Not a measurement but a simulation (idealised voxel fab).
Process module under the name voxel lift off
It is cross-section cut that appears here, measuring 245 nm in width, its square cells being 5 nm in size.
If you're reading a cross-section in this doc, picture square cells in a grid; it comes to you as bands, top ones listed first down to the bottom, and a band can be one or more rows of cells.
Read a band's entry like this: the first values are the height of its top and the height of its bottom in nm, and what follows is the sequence of materials from left to right, each with its width in nm. Note that "air" is empty space, and that a single material marked "full width" reaches across the band from edge to edge.
We count height from 0. Below that, the starting wafer is all one material. The lowest band never ends at the bottom but goes on down; see "0 -> down" for how that is written.
Top row gets the first number, bottom row gets the second, and each row in between changes by the same step: that is how a band width like "30->40" works.
Basically "no modification" means that step didn't change any cell in the cross-section.
Heads up: "Unvented internal voids" only lists the empty pockets with no open path to the top that are 8 cells or more, and it writes them as width x height at distance, distance from the left edge, in nm.
after a step's settings: what the simulator itself notes on the step
Among the settings permitted on a step's line is "overlay nm"; applied to a step with a mask, it specifies the extent to which the mask lay to the right of its planned position, whereas a negative figure signifies a position to the left.

Here's what the planned process steps look like:
1. RECEIVE with material Si
2. CONFORMAL_DEP with material Al2O3, thk nm 5
3. PATTERN with tone open, mask id LINES, material resist, width nm 25, pitch nm 45, thk nm 20, overlay nm 0
4. DIRECTIONAL_DEP with material Ru, thk nm 5
5. STRIP with etch materials resist
6. CONFORMAL_DEP with material SiO2, thk nm 10

The first of the two wafers, which ran as planned:

Cross-section of the incoming wafer, state after step 1:
0 -> down | Si full width
Unvented internal voids: none

The wafer in cross-section once step 2 is complete:
5 -> 0 | Al2O3 full width
Under the height 0 nothing was changed.

The wafer in cross-section once step 3 is complete:
25 -> 5 | 40 of resist | 25 of air | 20 of resist | 25 of air | 20 of resist | 25 of air | 20 of resist | 25 of air | 45 of resist
Under the height 5 nothing was changed.

The wafer in cross-section once step 4 is complete:
30 -> 25 | 40 of Ru | 25 of air | 20 of Ru | 25 of air | 20 of Ru | 25 of air | 20 of Ru | 25 of air | 45 of Ru
25 -> 10 | 40 of resist | 25 of air | 20 of resist | 25 of air | 20 of resist | 25 of air | 20 of resist | 25 of air | 45 of resist
10 -> 5 | 40 of resist | 25 of Ru | 20 of resist | 25 of Ru | 20 of resist | 25 of Ru | 20 of resist | 25 of Ru | 45 of resist
Under the height 5 nothing was changed.

The wafer in cross-section once step 5 is complete:
10 -> 5 | 40 of air | 25 of Ru | 20 of air | 25 of Ru | 20 of air | 25 of Ru | 20 of air | 25 of Ru | 45 of air
Under the height 5 nothing was changed.

The wafer in cross-section once step 6 is complete:
20 -> 15 | 30 of air | 180 of SiO2 | 35 of air
15 -> 10 | SiO2 full width
10 -> 5 | 40 of SiO2 | 25 of Ru | 20 of SiO2 | 25 of Ru | 20 of SiO2 | 25 of Ru | 20 of SiO2 | 25 of Ru | 45 of SiO2
Under the height 5 nothing was changed.

Here the second wafer is described. Its start and its plan were those of the first wafer. Its run contained one mistake. Up to and including step 5, it did exactly what the first wafer did:

Second wafer profile in section, at the moment step 6 of the plan was meant to be complete: no modification
what went wrong: no execution of plan step 6; skipped
End check, counted in cells, second wafer has more or fewer of these materials than the first: SiO2: 114 fewer
